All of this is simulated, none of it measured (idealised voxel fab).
process module | voxel air gaps
cross-section cut | 260 nm wide | cells 5 nm
A cross-section is a grid of square cells, given in bands from the top down. A band is one or more rows of cells.
Each band's line starts with the height of the band's top and of its bottom, in nm. Then come its materials from left to right, each with its width in nm. One material with "throughout" fills the band from edge to edge. "air" is empty space.
Height 0 is the level under which the wafer as received is all one material. The lowest band goes on downwards, as in "0 down".
A width such as "30 to 40" changes by the same amount from each row of cells to the next, from the band's top row to its bottom row.
"no change" after a step means that no cell of the cross-section changed.
closed voids: empty space of 8 cells or more with no open way to the top, each as width x height at its distance from the left edge, in nm
after a step's settings: what the simulator itself notes on the step
overlay nm, on a step with a mask: how far to the right of its planned place the mask lay; to the left if negative
plan
1 op RECEIVE | material Si
2 op CONFORMAL_DEP | material SiO2 | thk nm 10
3 op CONFORMAL_DEP | material SiCN | thk nm 5
4 op DIRECTIONAL_DEP | material SiO2 | thk nm 35
5 op DIRECTIONAL_DEP | material aC | thk nm 15
6 op PATTERN | tone open | mask id LINES | material resist | width nm 25 | pitch nm 50 | thk nm 35 | overlay nm 0
7 op DIRECTIONAL_ETCH | etch materials aC | depth nm 15
8 op STRIP | etch materials resist
9 op DIRECTIONAL_ETCH | etch materials SiO2 | depth nm 35
10 op STRIP | etch materials aC
11 op CONFORMAL_DEP | material TiN | thk nm 5
12 op FILL_DEP | material W | thk nm 10
13 op CMP | height nm 50
14 op EPI | material Ru | thk nm 10
15 op SELECTIVE_ETCH | etch materials SiO2 | depth nm 45
16 op CONFORMAL_DEP | material SiCN | thk nm 5
as received, after step 1
  0 down: Si throughout
  closed voids: none
a wafer at the end: this start, this plan, one mistake
  65 to 60: air 15 | SiCN 205 | air 40
  60 to 50: air 15 | SiCN 5 | Ru 45 | SiCN 5 | Ru 45 | SiCN 5 | Ru 45 | SiCN 5 | Ru 45 | SiCN 5 | air 40
  50 to 45: air 15 | SiCN 15 | TiN 5 | W 15 | TiN 5 | SiCN 25 | TiN 5 | W 15 | TiN 5 | SiCN 25 | TiN 5 | W 15 | TiN 5 | SiCN 25 | TiN 5 | W 15 | TiN 5 | SiCN 15 | air 40
  45 to 20: air 25 | SiCN 5 | TiN 5 | W 15 | TiN 5 | SiCN 5 | air 15 | SiCN 5 | TiN 5 | W 15 | TiN 5 | SiCN 5 | air 15 | SiCN 5 | TiN 5 | W 15 | TiN 5 | SiCN 5 | air 15 | SiCN 5 | TiN 5 | W 15 | TiN 5 | SiCN 5 | air 50
  20 to 15: SiCN 30 | TiN 25 | SiCN 25 | TiN 25 | SiCN 25 | TiN 25 | SiCN 25 | TiN 25 | SiCN 55
  15 to 10: SiCN throughout
  10 to 0: SiO2 throughout
  0 down: Si throughout
  closed voids: 15 x 25 at 60; 15 x 25 at 110; 15 x 25 at 160
what went wrong: step 6 ran as: op PATTERN | tone open | mask id LINES | material resist | width nm 25 | pitch nm 50 | thk nm 35 | overlay nm -10
